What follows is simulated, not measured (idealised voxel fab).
The document below concerns the process module designated voxel gate over fins.
We display cut, a cross-section 215 nm in width whose square cells are each 5 nm.
In this document a cross-section is written as a grid of square cells. It is given as a series of bands, listed from the top down, and a band is one or more rows of cells. Top, bottom (nm), then materials left to right with widths (nm); lone material tagged "everywhere" fills the whole band edge to edge; "air" = empty space. Measure heights from 0. That's the level where, below it, the as-received wafer is all one material. The lowest band is bottomless and extends downward; write it as in "z 0 and below". The expression "30 to 40" gives the width at the extremes of the band, the first number at its top row of cells and the second at its bottom row, with the width changing by equal amounts from each row to the next in between. Step note "everything unchanged" = no cross-section cell changed. Closed empty spaces (no open way to the top) of 8 cells or more are what "Enclosed cavity list" lists, each as width x height at distance from the left edge, nm for all three. On a step's line, text after the settings is the simulator commenting on that step. Among the settings permitted on a step's line is "overlay nm"; applied to a step with a mask, it specifies the extent to which the mask lay to the right of its planned position, whereas a negative figure signifies a position to the left.
## The steps planned for the process are as follows
1. RECEIVE with material Si
2. CONFORMAL_DEP with material SiN, thk nm 10
3. PATTERN with tone cover, mask id FINS, material resist, width nm 15, pitch nm 40, thk nm 15, overlay nm 0
4. DIRECTIONAL_ETCH with etch materials SiN, depth nm 10
5. DIRECTIONAL_ETCH with etch materials Si, depth nm 40
6. STRIP with etch materials resist
7. FILL_DEP with material SiO2, thk nm 15
8. CMP with height nm 10
9. SELECTIVE_ETCH with etch materials SiO2, depth nm 20
10. STRIP with etch materials SiN
11. CONFORMAL_DEP with material HfO2, thk nm 5
12. CONFORMAL_DEP with material TiN, thk nm 5
13. CONFORMAL_DEP with material TiAl, thk nm 5
14. CONFORMAL_DEP with material TiN, thk nm 5
15. FILL_DEP with material W, thk nm 15
16. CMP with height nm 30
17. CONFORMAL_DEP with material SiN, thk nm 10
## First of two wafers, with the run carried out as planned
## Cross-section of the wafer as it came to us, i.e., already through step 1
    z 0 and below = Si everywhere
    Enclosed cavity list: none
## Take a look at the wafer's cross-section after step 2
    z 10 to 0 = SiN everywhere
    Heights below 0 show no change.
## Take a look at the wafer's cross-section after step 3
    z 25 to 10 = air: 40, resist: 15, air: 25, resist: 15, air: 25, resist: 15, air: 25, resist: 15, air: 40
    Heights below 10 show no change.
## Take a look at the wafer's cross-section after step 4
    z 25 to 10 = air: 40, resist: 15, air: 25, resist: 15, air: 25, resist: 15, air: 25, resist: 15, air: 40
    z 10 to 0 = air: 40, SiN: 15, air: 25, SiN: 15, air: 25, SiN: 15, air: 25, SiN: 15, air: 40
    Heights below 0 show no change.
## Take a look at the wafer's cross-section after step 5
    z 25 to 10 = air: 40, resist: 15, air: 25, resist: 15, air: 25, resist: 15, air: 25, resist: 15, air: 40
    z 10 to 0 = air: 40, SiN: 15, air: 25, SiN: 15, air: 25, SiN: 15, air: 25, SiN: 15, air: 40
    z 0 to -40 = air: 40, Si: 15, air: 25, Si: 15, air: 25, Si: 15, air: 25, Si: 15, air: 40
    Heights below -40 show no change.
## Take a look at the wafer's cross-section after step 6
    z 10 to 0 = air: 40, SiN: 15, air: 25, SiN: 15, air: 25, SiN: 15, air: 25, SiN: 15, air: 40
    Heights below 0 show no change.
## Take a look at the wafer's cross-section after step 7
    z 25 to 10 = SiO2 everywhere
    z 10 to 0 = SiO2: 40, SiN: 15, SiO2: 25, SiN: 15, SiO2: 25, SiN: 15, SiO2: 25, SiN: 15, SiO2: 40
    z 0 to -40 = SiO2: 40, Si: 15, SiO2: 25, Si: 15, SiO2: 25, Si: 15, SiO2: 25, Si: 15, SiO2: 40
    Heights below -40 show no change.
## Take a look at the wafer's cross-section after step 8
    z 10 to 0 = SiO2: 40, SiN: 15, SiO2: 25, SiN: 15, SiO2: 25, SiN: 15, SiO2: 25, SiN: 15, SiO2: 40
    Heights below 0 show no change.
## Take a look at the wafer's cross-section after step 9
    z 10 to 0 = air: 40, SiN: 15, air: 25, SiN: 15, air: 25, SiN: 15, air: 25, SiN: 15, air: 40
    z 0 to -10 = air: 40, Si: 15, air: 25, Si: 15, air: 25, Si: 15, air: 25, Si: 15, air: 40
    Heights below -10 show no change.
## Take a look at the wafer's cross-section after step 10
    z 0 to -10 = air: 40, Si: 15, air: 25, Si: 15, air: 25, Si: 15, air: 25, Si: 15, air: 40
    Heights below -10 show no change.
## Take a look at the wafer's cross-section after step 11
    z 5 to 0 = air: 35, HfO2: 25, air: 15, HfO2: 25, air: 15, HfO2: 25, air: 15, HfO2: 25, air: 35
    z 0 to -5 = air: 35, HfO2: 5, Si: 15, HfO2: 5, air: 15, HfO2: 5, Si: 15, HfO2: 5, air: 15, HfO2: 5, Si: 15, HfO2: 5, air: 15, HfO2: 5, Si: 15, HfO2: 5, air: 35
    z -5 to -10 = HfO2: 40, Si: 15, HfO2: 25, Si: 15, HfO2: 25, Si: 15, HfO2: 25, Si: 15, HfO2: 40
    Heights below -10 show no change.
## Take a look at the wafer's cross-section after step 12
    z 10 to 5 = air: 30, TiN: 35, air: 5, TiN: 35, air: 5, TiN: 35, air: 5, TiN: 35, air: 30
    z 5 to 0 = air: 30, TiN: 5, HfO2: 25, TiN: 5, air: 5, TiN: 5, HfO2: 25, TiN: 5, air: 5, TiN: 5, HfO2: 25, TiN: 5, air: 5, TiN: 5, HfO2: 25, TiN: 5, air: 30
    z 0 to -5 = TiN: 35, HfO2: 5, Si: 15, HfO2: 5, TiN: 15, HfO2: 5, Si: 15, HfO2: 5, TiN: 15, HfO2: 5, Si: 15, HfO2: 5, TiN: 15, HfO2: 5, Si: 15, HfO2: 5, TiN: 35
    Heights below -5 show no change.
## Take a look at the wafer's cross-section after step 13
    z 15 to 10 = air: 25, TiAl: 165, air: 25
    z 10 to 5 = air: 25, TiAl: 5, TiN: 35, TiAl: 5, TiN: 35, TiAl: 5, TiN: 35, TiAl: 5, TiN: 35, TiAl: 5, air: 25
    z 5 to 0 = TiAl: 30, TiN: 5, HfO2: 25, TiN: 5, TiAl: 5, TiN: 5, HfO2: 25, TiN: 5, TiAl: 5, TiN: 5, HfO2: 25, TiN: 5, TiAl: 5, TiN: 5, HfO2: 25, TiN: 5, TiAl: 30
    Heights below 0 show no change.
## Take a look at the wafer's cross-section after step 14
    z 20 to 15 = air: 20, TiN: 175, air: 20
    z 15 to 10 = air: 20, TiN: 5, TiAl: 165, TiN: 5, air: 20
    z 10 to 5 = TiN: 25, TiAl: 5, TiN: 35, TiAl: 5, TiN: 35, TiAl: 5, TiN: 35, TiAl: 5, TiN: 35, TiAl: 5, TiN: 25
    Heights below 5 show no change.
## Take a look at the wafer's cross-section after step 15
    z 35 to 20 = W everywhere
    z 20 to 15 = W: 20, TiN: 175, W: 20
    z 15 to 10 = W: 20, TiN: 5, TiAl: 165, TiN: 5, W: 20
    Heights below 10 show no change.
## Take a look at the wafer's cross-section after step 16
    z 30 to 20 = W everywhere
    Heights below 20 show no change.
## Take a look at the wafer's cross-section after step 17
    z 40 to 30 = SiN everywhere
    Heights below 30 show no change.
## Wafer two of the pair: same origin, same plan, one error during the run; identical to wafer one up to and including step 2
## The second wafer cut through, at the time step 3 was supposed to be finished
    z 25 to 10 = air: 50, resist: 15, air: 25, resist: 15, air: 25, resist: 15, air: 25, resist: 15, air: 30
    Heights below 10 show no change.
## The second wafer cut through, at the time step 4 was supposed to be finished
    z 25 to 10 = air: 50, resist: 15, air: 25, resist: 15, air: 25, resist: 15, air: 25, resist: 15, air: 30
    z 10 to 0 = air: 50, SiN: 15, air: 25, SiN: 15, air: 25, SiN: 15, air: 25, SiN: 15, air: 30
    Heights below 0 show no change.
## The second wafer cut through, at the time step 5 was supposed to be finished
    z 25 to 10 = air: 50, resist: 15, air: 25, resist: 15, air: 25, resist: 15, air: 25, resist: 15, air: 30
    z 10 to 0 = air: 50, SiN: 15, air: 25, SiN: 15, air: 25, SiN: 15, air: 25, SiN: 15, air: 30
    z 0 to -40 = air: 50, Si: 15, air: 25, Si: 15, air: 25, Si: 15, air: 25, Si: 15, air: 30
    Heights below -40 show no change.
## The second wafer cut through, at the time step 6 was supposed to be finished
    z 10 to 0 = air: 50, SiN: 15, air: 25, SiN: 15, air: 25, SiN: 15, air: 25, SiN: 15, air: 30
    Heights below 0 show no change.
## The second wafer cut through, at the time step 7 was supposed to be finished
    z 25 to 10 = SiO2 everywhere
    z 10 to 0 = SiO2: 50, SiN: 15, SiO2: 25, SiN: 15, SiO2: 25, SiN: 15, SiO2: 25, SiN: 15, SiO2: 30
    z 0 to -40 = SiO2: 50, Si: 15, SiO2: 25, Si: 15, SiO2: 25, Si: 15, SiO2: 25, Si: 15, SiO2: 30
    Heights below -40 show no change.
## The second wafer cut through, at the time step 8 was supposed to be finished
    z 10 to 0 = SiO2: 50, SiN: 15, SiO2: 25, SiN: 15, SiO2: 25, SiN: 15, SiO2: 25, SiN: 15, SiO2: 30
    Heights below 0 show no change.
## The second wafer cut through, at the time step 9 was supposed to be finished
    z 10 to 0 = air: 50, SiN: 15, air: 25, SiN: 15, air: 25, SiN: 15, air: 25, SiN: 15, air: 30
    z 0 to -10 = air: 50, Si: 15, air: 25, Si: 15, air: 25, Si: 15, air: 25, Si: 15, air: 30
    Heights below -10 show no change.
## The second wafer cut through, at the time step 10 was supposed to be finished
    z 0 to -10 = air: 50, Si: 15, air: 25, Si: 15, air: 25, Si: 15, air: 25, Si: 15, air: 30
    Heights below -10 show no change.
## The second wafer cut through, at the time step 11 was supposed to be finished
    z 5 to 0 = air: 45, HfO2: 25, air: 15, HfO2: 25, air: 15, HfO2: 25, air: 15, HfO2: 25, air: 25
    z 0 to -5 = air: 45, HfO2: 5, Si: 15, HfO2: 5, air: 15, HfO2: 5, Si: 15, HfO2: 5, air: 15, HfO2: 5, Si: 15, HfO2: 5, air: 15, HfO2: 5, Si: 15, HfO2: 5, air: 25
    z -5 to -10 = HfO2: 50, Si: 15, HfO2: 25, Si: 15, HfO2: 25, Si: 15, HfO2: 25, Si: 15, HfO2: 30
    Heights below -10 show no change.
## The second wafer cut through, at the time step 12 was supposed to be finished
    z 10 to 5 = air: 40, TiN: 35, air: 5, TiN: 35, air: 5, TiN: 35, air: 5, TiN: 35, air: 20
    z 5 to 0 = air: 40, TiN: 5, HfO2: 25, TiN: 5, air: 5, TiN: 5, HfO2: 25, TiN: 5, air: 5, TiN: 5, HfO2: 25, TiN: 5, air: 5, TiN: 5, HfO2: 25, TiN: 5, air: 20
    z 0 to -5 = TiN: 45, HfO2: 5, Si: 15, HfO2: 5, TiN: 15, HfO2: 5, Si: 15, HfO2: 5, TiN: 15, HfO2: 5, Si: 15, HfO2: 5, TiN: 15, HfO2: 5, Si: 15, HfO2: 5, TiN: 25
    Heights below -5 show no change.
## The second wafer cut through, at the time step 13 was supposed to be finished
    z 15 to 10 = air: 35, TiAl: 165, air: 15
    z 10 to 5 = air: 35, TiAl: 5, TiN: 35, TiAl: 5, TiN: 35, TiAl: 5, TiN: 35, TiAl: 5, TiN: 35, TiAl: 5, air: 15
    z 5 to 0 = TiAl: 40, TiN: 5, HfO2: 25, TiN: 5, TiAl: 5, TiN: 5, HfO2: 25, TiN: 5, TiAl: 5, TiN: 5, HfO2: 25, TiN: 5, TiAl: 5, TiN: 5, HfO2: 25, TiN: 5, TiAl: 20
    Heights below 0 show no change.
## The second wafer cut through, at the time step 14 was supposed to be finished
    z 20 to 15 = air: 30, TiN: 175, air: 10
    z 15 to 10 = air: 30, TiN: 5, TiAl: 165, TiN: 5, air: 10
    z 10 to 5 = TiN: 35, TiAl: 5, TiN: 35, TiAl: 5, TiN: 35, TiAl: 5, TiN: 35, TiAl: 5, TiN: 35, TiAl: 5, TiN: 15
    Heights below 5 show no change.
## The second wafer cut through, at the time step 15 was supposed to be finished
    z 35 to 20 = W everywhere
    z 20 to 15 = W: 30, TiN: 175, W: 10
    z 15 to 10 = W: 30, TiN: 5, TiAl: 165, TiN: 5, W: 10
    Heights below 10 show no change.
## The second wafer cut through, at the time step 16 was supposed to be finished
    z 30 to 20 = W everywhere
    Heights below 20 show no change.
## The second wafer cut through, at the time step 17 was supposed to be finished
    z 40 to 30 = SiN everywhere
    Heights below 30 show no change.
Finding, execution versus plan: off-plan run, step 3, actual operation and settings PATTERN with tone cover, mask id FINS, material resist, width nm 15, pitch nm 40, thk nm 15, overlay nm 10
If you tally the cells, the second wafer ends up with the same amount of every material as the first; it's all just sitting in different places.
